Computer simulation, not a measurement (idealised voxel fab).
The document below concerns the process module designated voxel quadruple lines.
Cross-section cut spans 285 nm and uses square cells 5 nm in size.
In this document a cross-section is written as a grid of square cells. It is given as a series of bands, listed from the top down, and a band is one or more rows of cells.
Top, bottom (nm), then materials left to right with widths (nm); lone material tagged "everywhere" fills the whole band edge to edge; "empty" = empty space.
Height datum 0, below which the as-received substrate wafer is one material. Lowest band open at the bottom, running downward: "0..down".
Top row gets the first number, bottom row gets the second, and each row in between changes by the same step: that is how a band width like "30..40" works.
"same as before" means the step left every cell of the cross-section as it was.
"Unvented internal voids" specifies each empty space that is not open to the top and that occupies no fewer than 8 cells, using the form width x height at distance, the distance measured from the left edge and all three quantities in nm.
The remark found on a step's line after its settings is issued by the simulator itself and pertains to that step.
overlay nm: step with mask; distance mask lay right of planned place; negative value = left of planned place.
**Steps planned for the process**
1. RECEIVE: material Si
2. CONFORMAL_DEP: material SiO2, thk nm 10
3. DIRECTIONAL_DEP: material W, thk nm 10
4. DIRECTIONAL_DEP: material polySi, thk nm 20
5. DIRECTIONAL_DEP: material aC, thk nm 20
6. PATTERN: tone cover, mask id MANDREL, material resist, width nm 30, pitch nm 80, thk nm 25, overlay nm 0
7. DIRECTIONAL_ETCH: etch materials aC, depth nm 20
8. STRIP: etch materials resist
9. CONFORMAL_DEP: material SiO2, thk nm 10
10. DIRECTIONAL_ETCH: etch materials SiO2, depth nm 10
11. STRIP: etch materials aC
12. DIRECTIONAL_ETCH: etch materials polySi, depth nm 20
13. STRIP: etch materials SiO2
14. CONFORMAL_DEP: material SiCN, thk nm 10
15. DIRECTIONAL_ETCH: etch materials SiCN, depth nm 10
16. STRIP: etch materials polySi
17. DIRECTIONAL_ETCH: etch materials W, depth nm 10
18. STRIP: etch materials SiCN
**Step 1 complete: cross-section of the wafer as received**
	0..down: Si everywhere
	Unvented internal voids: none
**Wafer at module end, in section. Began as above, planned as above, run with one mistake**
	20..10: empty: 75 / W: 10 / empty: 10 / W: 10 / empty: 10 / W: 10 / empty: 30 / W: 10 / empty: 10 / W: 10 / empty: 10 / W: 10 / empty: 80
	10..0: SiO2 everywhere
	0..down: Si everywhere
	Unvented internal voids: none
Nonconformance to the process plan: it should be noted that step 6 was executed with settings other than those planned, the operation and settings actually applied being PATTERN: tone open, mask id MANDREL, material resist, width nm 30, pitch nm 80, thk nm 25, overlay nm 0
